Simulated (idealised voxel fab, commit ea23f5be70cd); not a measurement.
This section sets out a process module, namely voxel spacer lines.
Xsec cut, 180 nm wide, square cell size 5 nm.
Throughout this document, each cross-section is represented as a grid of square cells and is presented as a sequence of bands enumerated from the top downward, where a band comprises one or more rows of cells.
Look at the band entry: it leads with the top's height and the bottom's height in nm. Then it lists the materials left to right, with a width in nm for each. The word "throughout" on a single material says that material fills the band edge to edge. The word "blank" is empty space.
Where do heights start? At 0: under that level the wafer as delivered is made of one material only. And the lowest band has no floor; it just carries on downward, as in "z 0 and below".
Quick explanation for "30 to 40": the width changes in equal steps down the rows of cells, from the first number in the band's top row to the second number in its bottom row.
"remained unchanged" after a step means that no cell of the cross-section changed.
In "Enclosed cavity list" the enclosed voids are listed, meaning empty spaces of 8 cells or larger without any opening to the top. The form is width x height at distance, distance from the left edge, units nm.
Past the settings on a step's line: simulator remark, on that step.
For masked steps, "overlay nm" on the step line gives how far right of plan the mask actually lay; a minus sign means it lay to the left.

# List of planned process steps
| 1 | RECEIVE, material Si |
| 2 | CONFORMAL_DEP, material Al2O3, thk nm 5 |
| 3 | DIRECTIONAL_DEP, material W, thk nm 10 |
| 4 | DIRECTIONAL_DEP, material aC, thk nm 30 |
| 5 | PATTERN, tone cover, mask id MANDREL, material resist, width nm 15, pitch nm 50, thk nm 35, overlay nm 0 |
| 6 | DIRECTIONAL_ETCH, etch materials aC, depth nm 30 |
| 7 | STRIP, etch materials resist |
| 8 | CONFORMAL_DEP, material SiO2, thk nm 10 |
| 9 | DIRECTIONAL_ETCH, etch materials SiO2, depth nm 10 |
| 10 | STRIP, etch materials aC |
| 11 | DIRECTIONAL_ETCH, etch materials W, depth nm 10 |
| 12 | STRIP, etch materials SiO2 |
| 13 | FILL_DEP, material lowk, thk nm 10 |
| 14 | CMP, height nm 15 |

# Here's what the wafer looked like in cross-section when it arrived - that's after step 1
- z 0 and below = Si throughout
- Enclosed cavity list: none

# End-of-module cross-section of the first of two wafers, processed as planned
- z 15 to 5 = 20 lowk | 10 W | 15 lowk | 10 W | 15 lowk | 10 W | 15 lowk | 10 W | 15 lowk | 10 W | 15 lowk | 10 W | 25 lowk
- z 5 to 0 = Al2O3 throughout
- z 0 and below = Si throughout
- Enclosed cavity list: none

# Cross-sectional view: second of two wafers, end of module; start and plan identical to the first, one mistake in running
- z 15 to 5 = 20 lowk | 10 W | 15 lowk | 10 W | 15 lowk | 10 W | 15 lowk | 10 W | 15 lowk | 10 W | 15 lowk | 10 W | 25 lowk
- z 5 to 0 = W throughout
- z 0 and below = Si throughout
- Enclosed cavity list: none
What went wrong in running the wafer? rather than as planned, step 2 actually ran as CONFORMAL_DEP, material W, thk nm 5
Materials where the second wafer ends with more or fewer cells than the first: Al2O3: 36 fewer; W: 36 more
